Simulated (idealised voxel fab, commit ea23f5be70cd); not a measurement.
This section sets out a process module, namely voxel ribs on slabs.
cross-section cut | 270 nm wide | cells 5 nm
Reading order for cross-sections: top band down to bottom band. Underlying form: a grid of square cells. Band size: one or more rows of cells.
In this notation a band is specified by the heights of its top and bottom, in that order and in nm, after which its materials appear from left to right, each paired with its width in nm. The word "full width" attached to a single material means that material fills the band from edge to edge; the word "air" stands for empty space.
Below 0: as-received wafer, all one material; heights counted from there. Lowest band: no bottom, goes on down, written "0 and below".
The width entry "30->40" should be interpreted row by row: the top row of cells in the band takes the first number, the bottom row takes the second number, and the change between adjacent rows is uniform throughout.
Any step labelled "remained the same" changed none of the cells in the cross-section.
You'll see "Closed internal cavities" listing empty spaces that have no way open to the top, as long as they're 8 cells or more; the notation is width x height at distance, where the distance is from the left edge, and all of it is in nm.
Read whatever lies past the settings on a step's line as the simulator's own remark about the step.
"overlay nm" denotes, for a step that has a mask, the displacement of the mask to the right of its planned place, with negative values corresponding to the left.
This section lists the process steps that were planned:
- 1: RECEIVE (material Si)
- 2: DIRECTIONAL_DEP (material SiO2; thk nm 25)
- 3: DIRECTIONAL_DEP (material SiN; thk nm 20)
- 4: PATTERN (tone cover; mask id RIB; material resist; width nm 30; thk nm 15; overlay nm 0)
- 5: DIRECTIONAL_ETCH (etch materials SiN; depth nm 15)
- 6: STRIP (etch materials resist)
- 7: MASKED_ETCH (tone cover; mask id SLAB; width nm 80; etch materials SiN; depth nm 5; overlay nm 0)
- 8: FILL_DEP (material SiO2; thk nm 25)
- 9: CMP (height nm 65)
- 10: DIRECTIONAL_DEP (material TiN; thk nm 5)
- 11: DIRECTIONAL_DEP (material aC; thk nm 15)
- 12: PATTERN (tone cover; mask id HEATER; material resist; width nm 40; thk nm 35; overlay nm 0)
- 13: DIRECTIONAL_ETCH (etch materials aC; depth nm 15)
- 14: STRIP (etch materials resist)
- 15: DIRECTIONAL_ETCH (etch materials TiN; depth nm 5)
- 16: STRIP (etch materials aC)
- 17: CONFORMAL_DEP (material SiO2; thk nm 10)
Wafer cross-section on receipt, i.e. after step 1:
* 0 and below  Si full width
* Closed internal cavities: none
End-of-module XS, first of two wafers, run as planned:
* 80 down to 75  105 of air, then 60 of SiO2, then 105 of air
* 75 down to 70  SiO2 full width
* 70 down to 65  115 of SiO2, then 40 of TiN, then 115 of SiO2
* 65 down to 45  SiO2 full width
* 45 down to 30  120 of SiO2, then 30 of SiN, then 120 of SiO2
* 30 down to 25  95 of SiO2, then 80 of SiN, then 95 of SiO2
* 25 down to 0  SiO2 full width
* 0 and below  Si full width
* Closed internal cavities: none
This cross-section belongs to the second wafer of two at the end of the module; the start and the plan were shared with the first, and the run included one mistake:
* 80 down to 75  105 of air, then 60 of SiO2, then 105 of air
* 75 down to 70  SiO2 full width
* 70 down to 65  115 of SiO2, then 40 of TiN, then 115 of SiO2
* 65 down to 50  120 of SiO2, then 30 of SiN, then 120 of SiO2
* 50 down to 45  95 of SiO2, then 80 of SiN, then 95 of SiO2
* 45 down to 25  SiN full width
* 25 down to 0  SiO2 full width
* 0 and below  Si full width
* Closed internal cavities: none
Want to know what went wrong? the plan had its step 3 run twice
Materials where the second wafer ends with more or fewer cells than the first: SiN: 216 more; SiO2: 216 fewer
